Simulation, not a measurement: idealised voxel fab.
The process module presented herein is designated voxel fin reveal.
In the cross-section labelled cut, the width is 215 nm and each square cell is 5 nm.
Throughout this document, each cross-section is represented as a grid of square cells and is presented as a sequence of bands enumerated from the top downward, where a band comprises one or more rows of cells.
Read a band's entry like this: the first values are the height of its top and the height of its bottom in nm, and what follows is the sequence of materials from left to right, each with its width in nm. Note that "blank" is empty space, and that a single material marked "edge to edge" reaches across the band from edge to edge.
Heads up on the height convention: 0 is the point under which the incoming wafer is all one material, and the lowest band has no bottom, it just keeps going down, like "0 and below".
So if you see something like "30 to 40" for the width, read it as the top row of the band sitting at the first number and the bottom row at the second, with every row in between moving by the same amount as the last.
Step marked "all unchanged"? Then no cell in the cross-section changed in it.
Listed in "Listed closed voids": every empty space of 8 or more cells without an open way to the top. Form: width x height at distance, the distance being from the left edge, all in nm.
Whatever follows a step's settings on its line is a remark the simulator itself makes about that step.
For masked steps, "overlay nm" on the step line gives how far right of plan the mask actually lay; a minus sign means it lay to the left.

-- The following list gives the planned process steps
1. RECEIVE (material Si)
2. CONFORMAL_DEP (material SiN; thk nm 5)
3. MASKED_ETCH (tone cover; mask id FINS; width nm 15; pitch nm 40; etch materials SiN; depth nm 5; overlay nm 0)
4. MASKED_ETCH (tone cover; mask id FINS; width nm 15; pitch nm 40; etch materials Si; depth nm 30; overlay nm 0)
5. OXIDIZE (depth nm 5)
6. FILL_DEP (material SiO2; thk nm 10)
7. CMP (height nm 5)
8. SELECTIVE_ETCH (etch materials SiO2; depth nm 25)
9. STRIP (etch materials SiN)
Don't read the plan's width nm for step 3 as applying to every wafer: that's the first wafer's value, and the wafers differ in it, though they all start identical.

-- As-received cross-section, first of several wafers, post step 1
	0 and below: Si edge to edge
	Listed closed voids: none

-- Cross-section, first of several wafers, end of module, after last step 9
	0 down to -20: blank 65 nm | Si 5 nm | blank 35 nm | Si 5 nm | blank 35 nm | Si 5 nm | blank 65 nm
	-20 down to -35: SiO2 65 nm | Si 5 nm | SiO2 35 nm | Si 5 nm | SiO2 35 nm | Si 5 nm | SiO2 65 nm
	-35 and below: Si edge to edge
	Listed closed voids: none

-- At the end of the module, the last of several wafers in cross-section
	0 down to -20: blank 60 nm | Si 15 nm | blank 25 nm | Si 15 nm | blank 25 nm | Si 15 nm | blank 60 nm
	-20 down to -35: SiO2 60 nm | Si 15 nm | SiO2 25 nm | Si 15 nm | SiO2 25 nm | Si 15 nm | SiO2 60 nm
	-35 and below: Si edge to edge
	Listed closed voids: none

-- Where each wafer stands at the end of the module, a row apiece: cells of each material gained (+) or lost (-) since it was received, then closed voids
width nm 15 | -280 Si | +120 SiO2 | Listed closed voids: none
width nm 20 | -259 Si | +111 SiO2 | Listed closed voids: none
width nm 25 | -238 Si | +102 SiO2 | Listed closed voids: none
